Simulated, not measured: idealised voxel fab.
process module | voxel spacer lines
cross-section cut | 295 nm wide | cells 5 nm
A cross-section is a grid of square cells, given in bands from the top down. A band is one or more rows of cells.
Each band's line starts with the height of the band's top and of its bottom, in nm. Then come its materials from left to right, each with its width in nm. One material with "throughout" fills the band from edge to edge. "air" is empty space.
Height 0 is the level under which the wafer as received is all one material. The lowest band goes on downwards, as in "0 down".
A width such as "30 to 40" changes by the same amount from each row of cells to the next, from the band's top row to its bottom row.
"no change" after a step means that no cell of the cross-section changed.
closed voids: empty space of 8 cells or more with no open way to the top, each as width x height at its distance from the left edge, in nm
after a step's settings: what the simulator itself notes on the step
overlay nm, on a step with a mask: how far to the right of its planned place the mask lay; to the left if negative
plan
1 op RECEIVE | material Si
2 op CONFORMAL_DEP | material Al2O3 | thk nm 10
3 op DIRECTIONAL_DEP | material TiN | thk nm 15
4 op DIRECTIONAL_DEP | material polySi | thk nm 30
5 op PATTERN | tone cover | mask id MANDREL | material resist | width nm 15 | pitch nm 50 | thk nm 35 | overlay nm 0
6 op DIRECTIONAL_ETCH | etch materials polySi | depth nm 30
7 op STRIP | etch materials resist
8 op CONFORMAL_DEP | material SiN | thk nm 10
9 op DIRECTIONAL_ETCH | etch materials SiN | depth nm 10
10 op STRIP | etch materials polySi
11 op DIRECTIONAL_ETCH | etch materials TiN | depth nm 15
12 op STRIP | etch materials SiN
13 op FILL_DEP | material SiO2 | thk nm 10
14 op CMP | height nm 25
as received, after step 1
  0 down: Si throughout
  closed voids: none
first wafer at the end, as planned
  25 to 10: SiO2 105 | TiN 10 | SiO2 15 | TiN 10 | SiO2 15 | TiN 10 | SiO2 15 | TiN 10 | SiO2 105
  10 to 0: Al2O3 throughout
  0 down: Si throughout
  closed voids: none
second wafer at the end: like start, like plan, one mistake
  25 to 15: Al2O3 throughout
  15 to 0: TiN throughout
  0 down: Si throughout
  closed voids: none
what went wrong: steps 2 and 3 were swapped
at the end the second wafer has, in cells: 153 fewer of SiO2 | 153 more of TiN
